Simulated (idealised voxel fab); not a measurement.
voxel local oxidation: a process module
Displayed cross-section: cut, width of 145 nm, square cells sized 5 nm.
The cross-sections in this document take the form of a grid made of square cells. They are written out as bands, in order from top to bottom. Each band consists of one or more rows of cells.
Quick guide to a band line: top height, bottom height (nm) up front; then every material left to right with its width in nm. Only one material and it's marked "full width"? Then it fills the band edge to edge. And "air" just means empty space.
Ref level 0: as-received wafer is one material below here. Bottom band extends down with no lower bound ("0..down").
The notation "30 to 40" denotes a width that varies across the rows of cells in the band, beginning at the first number in the top row, finishing at the second number in the bottom row, and changing by an identical amount from each row to the next.
"no change occurred" means the step left every cell of the cross-section as it was.
For the entry "Sealed void listing", the listed items are empty spaces with no open way to the top whose size is 8 cells or more; each item follows the pattern width x height at distance, where distance is from the left edge and all three are in nm.
Whatever follows a step's settings on its line is a remark the simulator itself makes about that step.
overlay nm: where the mask lay relative to plan, measured to the right, on steps with a mask; negatives go left.

[Steps in the process plan]
1) RECEIVE (material Si)
2) CONFORMAL_DEP (material SiO2; thk nm 5)
3) CONFORMAL_DEP (material SiN; thk nm 10)
4) PATTERN (tone cover; mask id ACTIVE; material resist; width nm 115; thk nm 20; overlay nm 0)
5) DIRECTIONAL_ETCH (etch materials SiN; depth nm 10)
6) STRIP (etch materials resist)
7) SELECTIVE_ETCH (etch materials SiO2; depth nm 5)
8) OXIDIZE (depth nm 10)
9) STRIP (etch materials SiN)

[Cross-sectional view of the wafer in its as-received condition, corresponding to the state after step 1]
0..down = Si full width
Sealed void listing: none

[The cross-section shown corresponds to the wafer at the conclusion of the module. The initial structure and the process plan are those presented above; however, one mistake occurred in executing the plan]
5..0 = air (25) / SiO2 (100) / air (20)
0..-10 = SiO2 (35) / Si (80) / SiO2 (30)
-10..down = Si full width
Sealed void listing: none
Error vs. plan: step 4 ran as: PATTERN (tone cover; mask id ACTIVE; material resist; width nm 110; thk nm 20; overlay nm 0)
